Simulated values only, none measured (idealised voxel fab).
Name of the process module below: voxel self aligned contacts
The cross-section on display is named cut; it measures 225 nm wide, and its cells are 5 nm squares.
In this document a cross-section is written as a grid of square cells. It is given as a series of bands, listed from the top down, and a band is one or more rows of cells.
Basically the band line says how high the top is and how high the bottom is, in nm, and then what's in it from left to right, every material with its width in nm. Empty space shows up as "blank", and if a single material carries "full width" it runs the full band edge to edge.
For the purposes of this specification, 0 denotes the height below which the wafer in its as-received condition is composed wholly of one material, and the lowermost band, lacking a lower limit, extends downward without end, as expressed in "0 down".
When a width is written as two numbers, as in "30 to 40", the first number is the width in the top row of cells of the band and the second is the width in its bottom row, and the width changes by the same amount from each row to the next.
The cross-section has no changed cell in any step marked "remained the same".
For the entry "Fully sealed cavities", the listed items are empty spaces with no open way to the top whose size is 8 cells or more; each item follows the pattern width x height at distance, where distance is from the left edge and all three are in nm.
after a step's settings: what the simulator itself notes on the step
overlay nm: right-of-plan distance of the mask on a masked step; negative values mean left-of-plan.

Planned process steps
1. RECEIVE,material Si
2. OXIDIZE,depth nm 5
3. DIRECTIONAL_DEP,material polySi,thk nm 20
4. DIRECTIONAL_DEP,material SiN,thk nm 25
5. DIRECTIONAL_DEP,material aC,thk nm 10
6. PATTERN,tone cover,mask id GATE,material resist,width nm 25,pitch nm 70,thk nm 25,overlay nm 0
7. DIRECTIONAL_ETCH,etch materials aC,depth nm 10
8. STRIP,etch materials resist
9. DIRECTIONAL_ETCH,etch materials SiN,depth nm 25
10. DIRECTIONAL_ETCH,etch materials polySi,depth nm 20
11. STRIP,etch materials aC
12. CONFORMAL_DEP,material SiN,thk nm 10
13. DIRECTIONAL_ETCH,etch materials SiN,depth nm 10
14. FILL_DEP,material SiO2,thk nm 15
15. CMP,height nm 50
16. DIRECTIONAL_DEP,material aC,thk nm 10
17. PATTERN,tone open,mask id CONTACT,material resist,width nm 55,pitch nm 70,thk nm 30,overlay nm 0
18. DIRECTIONAL_ETCH,etch materials aC,depth nm 10
19. STRIP,etch materials resist
20. DIRECTIONAL_ETCH,etch materials SiO2,depth nm 55
21. STRIP,etch materials aC
22. CONFORMAL_DEP,material TiN,thk nm 5
23. FILL_DEP,material Ru,thk nm 10
24. CMP,height nm 50
25. CONFORMAL_DEP,material SiN,thk nm 5

Step 1 complete: cross-section of the wafer as received
> 0 down = Si full width
> Fully sealed cavities: none

Starting wafer: above. Plan: above. Run: one mistake. Cross-section after the module: below
> 55 to 50 = SiN full width
> 50 to 45 = SiO2=50 / TiN=55 / SiO2=15 / TiN=55 / SiO2=50
> 45 to 20 = SiN=40 / SiO2=5 / SiN=65 / SiO2=5 / SiN=65 / SiO2=5 / SiN=40
> 20 to 0 = polySi=30 / SiN=10 / SiO2=5 / SiN=10 / polySi=45 / SiN=10 / SiO2=5 / SiN=10 / polySi=45 / SiN=10 / SiO2=5 / SiN=10 / polySi=30
> 0 to -5 = SiO2 full width
> -5 down = Si full width
> Fully sealed cavities: none
Deviation noted in wafer processing: for step 6, the planned setting was not used; the step was instead run as PATTERN,tone open,mask id GATE,material resist,width nm 25,pitch nm 70,thk nm 25,overlay nm 0
